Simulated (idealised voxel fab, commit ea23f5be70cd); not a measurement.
Documented hereafter: the process module known as voxel capacitor over wiring.
Section cut is 280 nm wide and gridded with 5 nm square cells.
Cross-section layout: square cells on a grid; listed as bands, top to bottom; a band spans one or more cell rows.
Read a band's entry like this: the first values are the height of its top and the height of its bottom in nm, and what follows is the sequence of materials from left to right, each with its width in nm. Note that "air" is empty space, and that a single material marked "throughout" reaches across the band from edge to edge.
Heights from 0 (as-received wafer is one material below). Bottom band endless downward, as "0 and below".
Think of "30->40" as a width that walks from the first number to the second as you go down the band, top row to bottom row, taking equal-sized steps from row to row.
Reading "nothing altered" for a step: not a cell of the cross-section changed in it.
"Closed void inventory": empty spaces of 8 cells or more with no open way to the top, each given as width x height at distance, distance from the left edge, all in nm.
On each step's line, the part that comes after the settings is the simulator's own comment on the step.
"overlay nm" denotes, for a step that has a mask, the displacement of the mask to the right of its planned place, with negative values corresponding to the left.
Intended process steps
| 1 | op RECEIVE | material Si |
| 2 | op CONFORMAL_DEP | material SiO2 | thk nm 10 |
| 3 | op CONFORMAL_DEP | material SiN | thk nm 5 |
| 4 | op DIRECTIONAL_DEP | material lowk | thk nm 20 |
| 5 | op DIRECTIONAL_DEP | material aC | thk nm 10 |
| 6 | op PATTERN | tone open | mask id METAL_1 | material resist | width nm 30 | pitch nm 80 | thk nm 25 | overlay nm 0 |
| 7 | op DIRECTIONAL_ETCH | etch materials aC | depth nm 10 |
| 8 | op STRIP | etch materials resist |
| 9 | op DIRECTIONAL_ETCH | etch materials lowk | depth nm 20 |
| 10 | op DIRECTIONAL_ETCH | etch materials SiN | depth nm 5 |
| 11 | op STRIP | etch materials aC |
| 12 | op CONFORMAL_DEP | material TiN | thk nm 5 |
| 13 | op FILL_DEP | material Ru | thk nm 10 |
| 14 | op CMP | height nm 35 |
| 15 | op EPI | material Ru | thk nm 5 |
| 16 | op FILL_DEP | material SiCN | thk nm 5 |
| 17 | op DIRECTIONAL_DEP | material SiO2 | thk nm 20 |
| 18 | op PATTERN | tone open | mask id PLUG_1 | material resist | width nm 15 | thk nm 15 | overlay nm 0 |
| 19 | op DIRECTIONAL_ETCH | etch materials SiO2 | depth nm 20 |
| 20 | op DIRECTIONAL_ETCH | etch materials SiCN | depth nm 5 |
| 21 | op STRIP | etch materials resist |
| 22 | op EPI | material Ru | thk nm 10 |
| 23 | op EPI | material Ru | thk nm 10 |
| 24 | op EPI | material Ru | thk nm 5 |
| 25 | op DIRECTIONAL_DEP | material TiN | thk nm 5 |
| 26 | op DIRECTIONAL_DEP | material Al2O3 | thk nm 5 |
| 27 | op DIRECTIONAL_DEP | material TiN | thk nm 5 |
| 28 | op MASKED_ETCH | tone cover | mask id UPPER_PLATE | width nm 55 | etch materials TiN | depth nm 5 | overlay nm 0 |
| 29 | op MASKED_ETCH | tone cover | mask id UPPER_PLATE | width nm 55 | etch materials Al2O3 | depth nm 5 | overlay nm 0 |
| 30 | op PATTERN | tone cover | mask id LOWER_PLATE | material resist | width nm 65 | thk nm 20 | overlay nm 0 |
| 31 | op DIRECTIONAL_ETCH | etch materials TiN | depth nm 5 |
| 32 | op STRIP | etch materials resist |
| 33 | op FILL_DEP | material SiO2 | thk nm 15 |
| 34 | op CMP | height nm 90 |
| 35 | op PATTERN | tone open | mask id PLUG_2 | material resist | width nm 15 | thk nm 20 | overlay nm 0 |
| 36 | op DIRECTIONAL_ETCH | etch materials SiO2 | depth nm 10 |
| 37 | op STRIP | etch materials resist |
| 38 | op CONFORMAL_DEP | material TiN | thk nm 5 |
| 39 | op FILL_DEP | material W | thk nm 5 |
| 40 | op CMP | height nm 90 |
| 41 | op CONFORMAL_DEP | material SiN | thk nm 5 |
Cross-section of the wafer at receipt, which is the condition after step 1
> 0 and below  Si throughout
> Closed void inventory: none
First wafer of two, sectioned at end of module; run went per plan
> 95 down to 90  SiN throughout
> 90 down to 85  SiO2 110 | TiN 5 | W 5 | TiN 5 | SiO2 155
> 85 down to 75  SiO2 110->100 | TiN 15->55 | SiO2 155->125
> 75 down to 70  SiO2 100 | Al2O3 55 | SiO2 125
> 70 down to 65  SiO2 95 | TiN 65 | SiO2 120
> 65 down to 45  SiO2 100 | Ru 15 | SiO2 165
> 45 down to 40  SiCN 100 | Ru 15 | SiCN 165
> 40 down to 35  SiCN 80 | Ru 40 | SiCN 40 | Ru 40 | SiCN 80
> 35 down to 15  lowk 85 | TiN 5 | Ru 20 | TiN 5 | lowk 50 | TiN 5 | Ru 20 | TiN 5 | lowk 85
> 15 down to 10  SiN 85 | TiN 30 | SiN 50 | TiN 30 | SiN 85
> 10 down to 0  SiO2 throughout
> 0 and below  Si throughout
> Closed void inventory: none
The second wafer, shown in cross-section after the module: started the same way as the first and given the same plan, yet one mistake crept into how it was run
> 95 down to 90  SiN throughout
> 90 down to 85  SiO2 100 | Al2O3 55 | SiO2 125
> 85 down to 80  SiO2 95 | TiN 65 | SiO2 120
> 80 down to 60  SiO2 100 | Ru 15 | SiO2 165
> 60 down to 55  SiCN 100 | Ru 15 | SiCN 165
> 55 down to 40  Ru throughout
> 40 down to 35  TiN 90 | Ru 20 | TiN 60 | Ru 20 | TiN 90
> 35 down to 15  lowk 85 | TiN 5 | Ru 20 | TiN 5 | lowk 50 | TiN 5 | Ru 20 | TiN 5 | lowk 85
> 15 down to 10  SiN 85 | TiN 30 | SiN 50 | TiN 30 | SiN 85
> 10 down to 0  SiO2 throughout
> 0 and below  Si throughout
> Closed void inventory: none
What was the processing mistake? yeah, step 14 of the plan got skipped, never ran
At the finish, the second wafer shows more or fewer cells for some materials than the first does: 160 more of Ru | 40 fewer of SiCN | 151 fewer of SiO2 | 32 more of TiN | 1 fewer of W
